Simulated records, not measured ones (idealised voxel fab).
Proc. module: voxel transistor to metal
Displayed cross-section: cut, width of 200 nm, square cells sized 5 nm.
Heads up, the way a cross-section reads in here is a grid of square cells, handed over as bands from the top down, with every band being one or more rows of cells.
It is stipulated that each band's entry specify, in nanometres, the height of the top of the band and then that of its bottom, followed by the materials of the band in left-to-right sequence, each together with its width in nanometres. A single material marked by the word "edge to edge" is understood to fill the band from edge to edge; the word "air" is understood to denote empty space.
The level at which height equals 0 is the one under which the wafer, as it arrives, is entirely one material. No lower edge exists for the bottom band, which continues downward and is notated as in "z 0 and below".
The two numbers in a width such as "30..40" mark its ends across the band: the first belongs to the top row of cells, the second to the bottom row, and from each row to the next the width moves by the same amount.
Given "nothing different" for a step, no cell of the cross-section differs between before and after that step.
"Enclosed void listing" specifies each empty space that is not open to the top and that occupies no fewer than 8 cells, using the form width x height at distance, the distance measured from the left edge and all three quantities in nm.
On a step's line, text after the settings is the simulator commenting on that step.
Steps that use a mask can have "overlay nm" on their line. It says how far the mask sat to the right of where it was meant to be. Negative means to the left.
-- Intended process steps
1: RECEIVE with material Si
2: CONFORMAL_DEP with material SiO2, thk nm 5
3: CONFORMAL_DEP with material SiN, thk nm 15
4: PATTERN with tone cover, mask id ACTIVE, material resist, width nm 100, thk nm 15, overlay nm 0
5: DIRECTIONAL_ETCH with etch materials SiN, depth nm 15
6: DIRECTIONAL_ETCH with etch materials SiO2, depth nm 5
7: DIRECTIONAL_ETCH with etch materials Si, depth nm 30
8: STRIP with etch materials resist
9: OXIDIZE with depth nm 5
10: FILL_DEP with material SiO2, thk nm 5
11: CMP with height nm 20
12: SELECTIVE_ETCH with etch materials SiO2, depth nm 15
13: STRIP with etch materials SiN
14: SELECTIVE_ETCH with etch materials SiO2, depth nm 5
15: OXIDIZE with depth nm 5
16: DIRECTIONAL_DEP with material polySi, thk nm 20
17: DIRECTIONAL_DEP with material SiCN, thk nm 15
18: PATTERN with tone cover, mask id GATE, material resist, width nm 20, thk nm 20, overlay nm 0
19: DIRECTIONAL_ETCH with etch materials SiCN, depth nm 25
20: DIRECTIONAL_ETCH with etch materials polySi, depth nm 30
21: STRIP with etch materials resist
22: CONFORMAL_DEP with material SiO2, thk nm 5
23: DIRECTIONAL_ETCH with etch materials SiO2, depth nm 5
24: CONFORMAL_DEP with material SiN, thk nm 5
25: DIRECTIONAL_ETCH with etch materials SiN, depth nm 5
26: DIRECTIONAL_ETCH with etch materials SiO2, depth nm 5
27: DIRECTIONAL_ETCH with etch materials Si, depth nm 10
28: EPI with material pSi, thk nm 15
29: FILL_DEP with material SiO2, thk nm 5
30: CMP with height nm 35
31: DIRECTIONAL_DEP with material SiO2, thk nm 10
32: DIRECTIONAL_DEP with material aC, thk nm 15
33: PATTERN with tone open, mask id CONTACT, material resist, width nm 30, pitch nm 60, thk nm 30, overlay nm 0
34: DIRECTIONAL_ETCH with etch materials aC, depth nm 15
35: STRIP with etch materials resist
36: DIRECTIONAL_ETCH with etch materials SiO2, depth nm 45
37: STRIP with etch materials aC
38: CONFORMAL_DEP with material TiN, thk nm 5
39: FILL_DEP with material Ru, thk nm 10
40: CMP with height nm 45
41: DIRECTIONAL_DEP with material TiN, thk nm 5
42: DIRECTIONAL_DEP with material W, thk nm 15
43: PATTERN with tone cover, mask id METAL_1, material resist, width nm 20, pitch nm 70, thk nm 15, overlay nm 0
44: DIRECTIONAL_ETCH with etch materials W, depth nm 15
45: DIRECTIONAL_ETCH with etch materials TiN, depth nm 5
46: STRIP with etch materials resist
47: FILL_DEP with material lowk, thk nm 5
48: CMP with height nm 65
49: CONFORMAL_DEP with material SiCN, thk nm 5
50: DIRECTIONAL_DEP with material lowk, thk nm 30
51: MASKED_ETCH with tone open, mask id METAL_2_HOLES, width nm 15, pitch nm 70, etch materials lowk, depth nm 30, overlay nm 0
52: MASKED_ETCH with tone open, mask id METAL_2, width nm 20, pitch nm 70, etch materials lowk, depth nm 20, overlay nm 0
53: MASKED_ETCH with tone open, mask id METAL_2, width nm 20, pitch nm 70, etch materials SiCN, depth nm 5, overlay nm 0
54: CONFORMAL_DEP with material TiN, thk nm 5
55: FILL_DEP with material Ru, thk nm 5
56: CMP with height nm 100
57: CONFORMAL_DEP with material SiN, thk nm 5
-- First of two wafers: run as planned
-- Shown in cross-section is the wafer as received, that is, as it stands after step 1
  z 0 and below = Si edge to edge
  Enclosed void listing: none
-- Cross-section of the wafer after step 2
  z 5 to 0 = SiO2 edge to edge
  Lower than 0, everything is as it was.
-- Cross-section of the wafer after step 3
  z 20 to 5 = SiN edge to edge
  Lower than 5, everything is as it was.
-- Cross-section of the wafer after step 4
  z 35 to 20 = air=50 / resist=100 / air=50
  Lower than 20, everything is as it was.
-- Cross-section of the wafer after step 5
  z 35 to 20 = air=50 / resist=100 / air=50
  z 20 to 5 = air=50 / SiN=100 / air=50
  Lower than 5, everything is as it was.
-- Cross-section of the wafer after step 6
  z 35 to 20 = air=50 / resist=100 / air=50
  z 20 to 5 = air=50 / SiN=100 / air=50
  z 5 to 0 = air=50 / SiO2=100 / air=50
  Lower than 0, everything is as it was.
-- Cross-section of the wafer after step 7
  z 35 to 20 = air=50 / resist=100 / air=50
  z 20 to 5 = air=50 / SiN=100 / air=50
  z 5 to 0 = air=50 / SiO2=100 / air=50
  z 0 to -30 = air=50 / Si=100 / air=50
  Lower than -30, everything is as it was.
-- Cross-section of the wafer after step 8
  z 20 to 5 = air=50 / SiN=100 / air=50
  Lower than 5, everything is as it was.
-- Cross-section of the wafer after step 9
  z 20 to 5 = air=50 / SiN=100 / air=50
  z 5 to 0 = air=50 / SiO2=100 / air=50
  z 0 to -30 = air=50 / SiO2=5 / Si=90 / SiO2=5 / air=50
  z -30 to -35 = SiO2=55 / Si=90 / SiO2=55
  Lower than -35, everything is as it was.
-- Cross-section of the wafer after step 10
  z 25 to 20 = SiO2 edge to edge
  z 20 to 5 = SiO2=50 / SiN=100 / SiO2=50
  z 5 to 0 = SiO2 edge to edge
  z 0 to -35 = SiO2=55 / Si=90 / SiO2=55
  Lower than -35, everything is as it was.
-- Cross-section of the wafer after step 11
  z 20 to 5 = SiO2=50 / SiN=100 / SiO2=50
  Lower than 5, everything is as it was.
-- Cross-section of the wafer after step 12
  z 20 to 5 = air=50 / SiN=100 / air=50
  Lower than 5, everything is as it was.
-- Cross-section of the wafer after step 13
  z 5 to 0 = SiO2 edge to edge
  Lower than 0, everything is as it was.
-- Cross-section of the wafer after step 14
  z 0 to -35 = SiO2=55 / Si=90 / SiO2=55
  Lower than -35, everything is as it was.
-- Cross-section of the wafer after step 15
  z 0 to -5 = SiO2 edge to edge
  Lower than -5, everything is as it was.
-- Cross-section of the wafer after step 16
  z 20 to 0 = polySi edge to edge
  Lower than 0, everything is as it was.
-- Cross-section of the wafer after step 17
  z 35 to 20 = SiCN edge to edge
  Lower than 20, everything is as it was.
-- Cross-section of the wafer after step 18
  z 55 to 35 = air=90 / resist=20 / air=90
  Lower than 35, everything is as it was.
-- Cross-section of the wafer after step 19
  z 55 to 35 = air=90 / resist=20 / air=90
  z 35 to 20 = air=90 / SiCN=20 / air=90
  Lower than 20, everything is as it was.
-- Cross-section of the wafer after step 20
  z 55 to 35 = air=90 / resist=20 / air=90
  z 35 to 20 = air=90 / SiCN=20 / air=90
  z 20 to 0 = air=90 / polySi=20 / air=90
  Lower than 0, everything is as it was.
-- Cross-section of the wafer after step 21
  z 35 to 20 = air=90 / SiCN=20 / air=90
  Lower than 20, everything is as it was.
-- Cross-section of the wafer after step 22
  z 40 to 35 = air=85 / SiO2=30 / air=85
  z 35 to 20 = air=85 / SiO2=5 / SiCN=20 / SiO2=5 / air=85
  z 20 to 5 = air=85 / SiO2=5 / polySi=20 / SiO2=5 / air=85
  z 5 to 0 = SiO2=90 / polySi=20 / SiO2=90
  Lower than 0, everything is as it was.
-- Cross-section of the wafer after step 23
  z 35 to 20 = air=85 / SiO2=5 / SiCN=20 / SiO2=5 / air=85
  z 20 to 0 = air=85 / SiO2=5 / polySi=20 / SiO2=5 / air=85
  Lower than 0, everything is as it was.
-- Cross-section of the wafer after step 24
  z 40 to 35 = air=80 / SiN=40 / air=80
  z 35 to 20 = air=80 / SiN=5 / SiO2=5 / SiCN=20 / SiO2=5 / SiN=5 / air=80
  z 20 to 5 = air=80 / SiN=5 / SiO2=5 / polySi=20 / SiO2=5 / SiN=5 / air=80
  z 5 to 0 = SiN=85 / SiO2=5 / polySi=20 / SiO2=5 / SiN=85
  Lower than 0, everything is as it was.
-- Cross-section of the wafer after step 25
  z 35 to 20 = air=80 / SiN=5 / SiO2=5 / SiCN=20 / SiO2=5 / SiN=5 / air=80
  z 20 to 0 = air=80 / SiN=5 / SiO2=5 / polySi=20 / SiO2=5 / SiN=5 / air=80
  Lower than 0, everything is as it was.
-- Cross-section of the wafer after step 26
  z 35 to 30 = air=80 / SiN=5 / air=5 / SiCN=20 / air=5 / SiN=5 / air=80
  z 30 to 20 = air=80 / SiN=5 / SiO2=5 / SiCN=20 / SiO2=5 / SiN=5 / air=80
  z 20 to 0 = air=80 / SiN=5 / SiO2=5 / polySi=20 / SiO2=5 / SiN=5 / air=80
  z 0 to -5 = air=80 / SiO2=40 / air=80
  Lower than -5, everything is as it was.
-- Cross-section of the wafer after step 27
  z 35 to 30 = air=80 / SiN=5 / air=5 / SiCN=20 / air=5 / SiN=5 / air=80
  z 30 to 20 = air=80 / SiN=5 / SiO2=5 / SiCN=20 / SiO2=5 / SiN=5 / air=80
  z 20 to 0 = air=80 / SiN=5 / SiO2=5 / polySi=20 / SiO2=5 / SiN=5 / air=80
  z 0 to -5 = air=80 / SiO2=40 / air=80
  z -5 to -15 = SiO2=55 / air=25 / Si=40 / air=25 / SiO2=55
  Lower than -15, everything is as it was.
-- Cross-section of the wafer after step 28
  z 35 to 30 = air=80 / SiN=5 / air=5 / SiCN=20 / air=5 / SiN=5 / air=80
  z 30 to 20 = air=80 / SiN=5 / SiO2=5 / SiCN=20 / SiO2=5 / SiN=5 / air=80
  z 20 to 10 = air=80 / SiN=5 / SiO2=5 / polySi=20 / SiO2=5 / SiN=5 / air=80
  z 10 to 0 = air=65 / pSi=15 / SiN=5 / SiO2=5 / polySi=20 / SiO2=5 / SiN=5 / pSi=15 / air=65
  z 0 to -5 = air=50 / pSi=30 / SiO2=40 / pSi=30 / air=50
  z -5 to -15 = SiO2=55 / pSi=25 / Si=40 / pSi=25 / SiO2=55
  Lower than -15, everything is as it was.
-- Cross-section of the wafer after step 29
  z 40 to 35 = SiO2 edge to edge
  z 35 to 20 = SiO2=80 / SiN=5 / SiO2=5 / SiCN=20 / SiO2=5 / SiN=5 / SiO2=80
  z 20 to 10 = SiO2=80 / SiN=5 / SiO2=5 / polySi=20 / SiO2=5 / SiN=5 / SiO2=80
  z 10 to 0 = SiO2=65 / pSi=15 / SiN=5 / SiO2=5 / polySi=20 / SiO2=5 / SiN=5 / pSi=15 / SiO2=65
  z 0 to -5 = SiO2=50 / pSi=30 / SiO2=40 / pSi=30 / SiO2=50
  Lower than -5, everything is as it was.
-- Cross-section of the wafer after step 30
  z 35 to 20 = SiO2=80 / SiN=5 / SiO2=5 / SiCN=20 / SiO2=5 / SiN=5 / SiO2=80
  Lower than 20, everything is as it was.
-- Cross-section of the wafer after step 31
  z 45 to 35 = SiO2 edge to edge
  Lower than 35, everything is as it was.
-- Cross-section of the wafer after step 32
  z 60 to 45 = aC edge to edge
  Lower than 45, everything is as it was.
-- Cross-section of the wafer after step 33
  z 90 to 60 = resist=55 / air=30 / resist=30 / air=30 / resist=55
  Lower than 60, everything is as it was.
-- Cross-section of the wafer after step 34
  z 75 to 60 = resist=55 / air=30 / resist=30 / air=30 / resist=55
  z 60 to 45 = aC=55 / air=30 / aC=30 / air=30 / aC=55
  Lower than 45, everything is as it was.
-- Cross-section of the wafer after step 35
  z 60 to 45 = aC=55 / air=30 / aC=30 / air=30 / aC=55
  Lower than 45, everything is as it was.
-- Cross-section of the wafer after step 36
  z 60 to 45 = aC=55 / air=30 / aC=30 / air=30 / aC=55
  z 45 to 35 = SiO2=55 / air=30 / SiO2=30 / air=30 / SiO2=55
  z 35 to 20 = SiO2=55 / air=25 / SiN=5 / SiO2=5 / SiCN=20 / SiO2=5 / SiN=5 / air=25 / SiO2=55
  z 20 to 10 = SiO2=55 / air=25 / SiN=5 / SiO2=5 / polySi=20 / SiO2=5 / SiN=5 / air=25 / SiO2=55
  z 10 to 0 = SiO2=55 / air=10 / pSi=15 / SiN=5 / SiO2=5 / polySi=20 / SiO2=5 / SiN=5 / pSi=15 / air=10 / SiO2=55
  Lower than 0, everything is as it was.
-- Cross-section of the wafer after step 37
  z 45 to 35 = SiO2=55 / air=30 / SiO2=30 / air=30 / SiO2=55
  Lower than 35, everything is as it was.
-- Cross-section of the wafer after step 38
  z 50 to 45 = TiN=60 / air=20 / TiN=40 / air=20 / TiN=60
  z 45 to 35 = SiO2=55 / TiN=5 / air=20..15 / TiN=5..10 / SiO2=30 / TiN=5..10 / air=20..15 / TiN=5 / SiO2=55
  z 35 to 20 = SiO2=55 / TiN=5 / air=15 / TiN=5 / SiN=5 / SiO2=5 / SiCN=20 / SiO2=5 / SiN=5 / TiN=5 / air=15 / TiN=5 / SiO2=55
  z 20 to 15 = SiO2=55 / TiN=5 / air=15 / TiN=5 / SiN=5 / SiO2=5 / polySi=20 / SiO2=5 / SiN=5 / TiN=5 / air=15 / TiN=5 / SiO2=55
  z 15 to 10 = SiO2=55 / TiN=25 / SiN=5 / SiO2=5 / polySi=20 / SiO2=5 / SiN=5 / TiN=25 / SiO2=55
  z 10 to 0 = SiO2=55 / TiN=10 / pSi=15 / SiN=5 / SiO2=5 / polySi=20 / SiO2=5 / SiN=5 / pSi=15 / TiN=10 / SiO2=55
  Lower than 0, everything is as it was.
-- Cross-section of the wafer after step 39
  z 60 to 50 = Ru edge to edge
  z 50 to 45 = TiN=60 / Ru=20 / TiN=40 / Ru=20 / TiN=60
  z 45 to 35 = SiO2=55 / TiN=5 / Ru=20..15 / TiN=5..10 / SiO2=30 / TiN=5..10 / Ru=20..15 / TiN=5 / SiO2=55
  z 35 to 20 = SiO2=55 / TiN=5 / Ru=15 / TiN=5 / SiN=5 / SiO2=5 / SiCN=20 / SiO2=5 / SiN=5 / TiN=5 / Ru=15 / TiN=5 / SiO2=55
  z 20 to 15 = SiO2=55 / TiN=5 / Ru=15 / TiN=5 / SiN=5 / SiO2=5 / polySi=20 / SiO2=5 / SiN=5 / TiN=5 / Ru=15 / TiN=5 / SiO2=55
  Lower than 15, everything is as it was.
-- Cross-section of the wafer after step 40
  z 45 to 35 = SiO2=55 / TiN=5 / Ru=20..15 / TiN=5..10 / SiO2=30 / TiN=5..10 / Ru=20..15 / TiN=5 / SiO2=55
  Lower than 35, everything is as it was.
-- Cross-section of the wafer after step 41
  z 50 to 45 = TiN edge to edge
  Lower than 45, everything is as it was.
-- Cross-section of the wafer after step 42
  z 65 to 50 = W edge to edge
  Lower than 50, everything is as it was.
-- Cross-section of the wafer after step 43
  z 80 to 65 = air=55 / resist=20 / air=50 / resist=20 / air=55
  Lower than 65, everything is as it was.
-- Cross-section of the wafer after step 44
  z 80 to 65 = air=55 / resist=20 / air=50 / resist=20 / air=55
  z 65 to 50 = air=55 / W=20 / air=50 / W=20 / air=55
  Lower than 50, everything is as it was.
-- Cross-section of the wafer after step 45
  z 80 to 65 = air=55 / resist=20 / air=50 / resist=20 / air=55
  z 65 to 50 = air=55 / W=20 / air=50 / W=20 / air=55
  z 50 to 45 = air=55 / TiN=20 / air=50 / TiN=20 / air=55
  Lower than 45, everything is as it was.
-- Cross-section of the wafer after step 46
  z 65 to 50 = air=55 / W=20 / air=50 / W=20 / air=55
  Lower than 50, everything is as it was.
-- Cross-section of the wafer after step 47
  z 70 to 65 = lowk edge to edge
  z 65 to 50 = lowk=55 / W=20 / lowk=50 / W=20 / lowk=55
  z 50 to 45 = lowk=55 / TiN=20 / lowk=50 / TiN=20 / lowk=55
  Lower than 45, everything is as it was.
-- Cross-section of the wafer after step 48
  z 65 to 50 = lowk=55 / W=20 / lowk=50 / W=20 / lowk=55
  Lower than 50, everything is as it was.
-- Cross-section of the wafer after step 49
  z 70 to 65 = SiCN edge to edge
  Lower than 65, everything is as it was.
-- Cross-section of the wafer after step 50
  z 100 to 70 = lowk edge to edge
  Lower than 70, everything is as it was.
-- Cross-section of the wafer after step 51
  z 100 to 70 = lowk=55 / air=15 / lowk=55 / air=15 / lowk=60
  Lower than 70, everything is as it was.
-- Cross-section of the wafer after step 52
  z 100 to 80 = lowk=55 / air=20 / lowk=50 / air=20 / lowk=55
  Lower than 80, everything is as it was.
-- Cross-section of the wafer after step 53
  z 100 to 80 = lowk=55 / air=20 / lowk=50 / air=20 / lowk=55
  z 80 to 70 = lowk=55 / air=15 / lowk=55 / air=15 / lowk=60
  z 70 to 65 = SiCN=55 / air=15 / SiCN=55 / air=15 / SiCN=60
  Lower than 65, everything is as it was.
-- Cross-section of the wafer after step 54
  z 105 to 100 = TiN=60 / air=10 / TiN=60 / air=10 / TiN=60
  z 100 to 85 = lowk=55 / TiN=5 / air=10 / TiN=5 / lowk=50 / TiN=5 / air=10 / TiN=5 / lowk=55
  z 85 to 80 = lowk=55 / TiN=5 / air=5 / TiN=10 / lowk=50 / TiN=5 / air=5 / TiN=10 / lowk=55
  z 80 to 70 = lowk=55 / TiN=5 / air=5 / TiN=5 / lowk=55 / TiN=5 / air=5 / TiN=5 / lowk=60
  z 70 to 65 = SiCN=55 / TiN=15 / SiCN=55 / TiN=15 / SiCN=60
  Lower than 65, everything is as it was.
-- Cross-section of the wafer after step 55
  z 110 to 105 = Ru edge to edge
  z 105 to 100 = TiN=60 / Ru=10 / TiN=60 / Ru=10 / TiN=60
  z 100 to 85 = lowk=55 / TiN=5 / Ru=10 / TiN=5 / lowk=50 / TiN=5 / Ru=10 / TiN=5 / lowk=55
  z 85 to 80 = lowk=55 / TiN=5 / Ru=5 / TiN=10 / lowk=50 / TiN=5 / Ru=5 / TiN=10 / lowk=55
  z 80 to 70 = lowk=55 / TiN=5 / Ru=5 / TiN=5 / lowk=55 / TiN=5 / Ru=5 / TiN=5 / lowk=60
  Lower than 70, everything is as it was.
-- Cross-section of the wafer after step 56
  z 100 to 85 = lowk=55 / TiN=5 / Ru=10 / TiN=5 / lowk=50 / TiN=5 / Ru=10 / TiN=5 / lowk=55
  Lower than 85, everything is as it was.
-- Cross-section of the wafer after step 57
  z 105 to 100 = SiN edge to edge
  Lower than 100, everything is as it was.
-- Here the second wafer is described. Its start and its plan were those of the first wafer. Its run contained one mistake. Up to and including step 39, it did exactly what the first wafer did
-- Second wafer, cut view, end of step 40 per plan
  z 50 to 45 = TiN=60 / Ru=20 / TiN=40 / Ru=20 / TiN=60
  Lower than 45, everything is as it was.
-- Second wafer, cut view, end of step 41 per plan
  z 55 to 50 = TiN edge to edge
  Lower than 50, everything is as it was.
-- Second wafer, cut view, end of step 42 per plan
  z 70 to 55 = W edge to edge
  Lower than 55, everything is as it was.
-- Second wafer, cut view, end of step 43 per plan
  z 85 to 70 = air=55 / resist=20 / air=50 / resist=20 / air=55
  Lower than 70, everything is as it was.
-- Second wafer, cut view, end of step 44 per plan
  z 85 to 70 = air=55 / resist=20 / air=50 / resist=20 / air=55
  z 70 to 55 = air=55 / W=20 / air=50 / W=20 / air=55
  Lower than 55, everything is as it was.
-- Second wafer, cut view, end of step 45 per plan
  z 85 to 70 = air=55 / resist=20 / air=50 / resist=20 / air=55
  z 70 to 55 = air=55 / W=20 / air=50 / W=20 / air=55
  z 55 to 50 = air=55 / TiN=20 / air=50 / TiN=20 / air=55
  Lower than 50, everything is as it was.
-- Second wafer, cut view, end of step 46 per plan
  z 70 to 55 = air=55 / W=20 / air=50 / W=20 / air=55
  Lower than 55, everything is as it was.
-- Second wafer, cut view, end of step 47 per plan
  z 75 to 70 = lowk edge to edge
  z 70 to 55 = lowk=55 / W=20 / lowk=50 / W=20 / lowk=55
  z 55 to 50 = lowk=55 / TiN=20 / lowk=50 / TiN=20 / lowk=55
  Lower than 50, everything is as it was.
-- Second wafer, cut view, end of step 48 per plan
  z 65 to 55 = lowk=55 / W=20 / lowk=50 / W=20 / lowk=55
  Lower than 55, everything is as it was.
-- Second wafer, cut view, end of step 49 per plan
  z 70 to 65 = SiCN edge to edge
  Lower than 65, everything is as it was.
-- Second wafer, cut view, end of step 50 per plan
  z 100 to 70 = lowk edge to edge
  Lower than 70, everything is as it was.
-- Second wafer, cut view, end of step 51 per plan
  z 100 to 70 = lowk=55 / air=15 / lowk=55 / air=15 / lowk=60
  Lower than 70, everything is as it was.
-- Second wafer, cut view, end of step 52 per plan
  z 100 to 80 = lowk=55 / air=20 / lowk=50 / air=20 / lowk=55
  Lower than 80, everything is as it was.
-- Second wafer, cut view, end of step 53 per plan
  z 100 to 80 = lowk=55 / air=20 / lowk=50 / air=20 / lowk=55
  z 80 to 70 = lowk=55 / air=15 / lowk=55 / air=15 / lowk=60
  z 70 to 65 = SiCN=55 / air=15 / SiCN=55 / air=15 / SiCN=60
  Lower than 65, everything is as it was.
-- Second wafer, cut view, end of step 54 per plan
  z 105 to 100 = TiN=60 / air=10 / TiN=60 / air=10 / TiN=60
  z 100 to 85 = lowk=55 / TiN=5 / air=10 / TiN=5 / lowk=50 / TiN=5 / air=10 / TiN=5 / lowk=55
  z 85 to 80 = lowk=55 / TiN=5 / air=5 / TiN=10 / lowk=50 / TiN=5 / air=5 / TiN=10 / lowk=55
  z 80 to 70 = lowk=55 / TiN=5 / air=5 / TiN=5 / lowk=55 / TiN=5 / air=5 / TiN=5 / lowk=60
  z 70 to 65 = SiCN=55 / TiN=15 / SiCN=55 / TiN=15 / SiCN=60
  Lower than 65, everything is as it was.
-- Second wafer, cut view, end of step 55 per plan
  z 110 to 105 = Ru edge to edge
  z 105 to 100 = TiN=60 / Ru=10 / TiN=60 / Ru=10 / TiN=60
  z 100 to 85 = lowk=55 / TiN=5 / Ru=10 / TiN=5 / lowk=50 / TiN=5 / Ru=10 / TiN=5 / lowk=55
  z 85 to 80 = lowk=55 / TiN=5 / Ru=5 / TiN=10 / lowk=50 / TiN=5 / Ru=5 / TiN=10 / lowk=55
  z 80 to 70 = lowk=55 / TiN=5 / Ru=5 / TiN=5 / lowk=55 / TiN=5 / Ru=5 / TiN=5 / lowk=60
  Lower than 70, everything is as it was.
-- Second wafer, cut view, end of step 56 per plan
  z 100 to 85 = lowk=55 / TiN=5 / Ru=10 / TiN=5 / lowk=50 / TiN=5 / Ru=10 / TiN=5 / lowk=55
  Lower than 85, everything is as it was.
-- Second wafer, cut view, end of step 57 per plan
  z 105 to 100 = SiN edge to edge
  Lower than 100, everything is as it was.
Deviation noted in wafer processing: planned and actual differ for step 40; actual: CMP with height nm 50
In the final state, the cell counts of the second wafer exceed or fall short of those of the first for the following materials: 8 more of Ru; 32 more of TiN; 8 fewer of W; 32 fewer of lowk
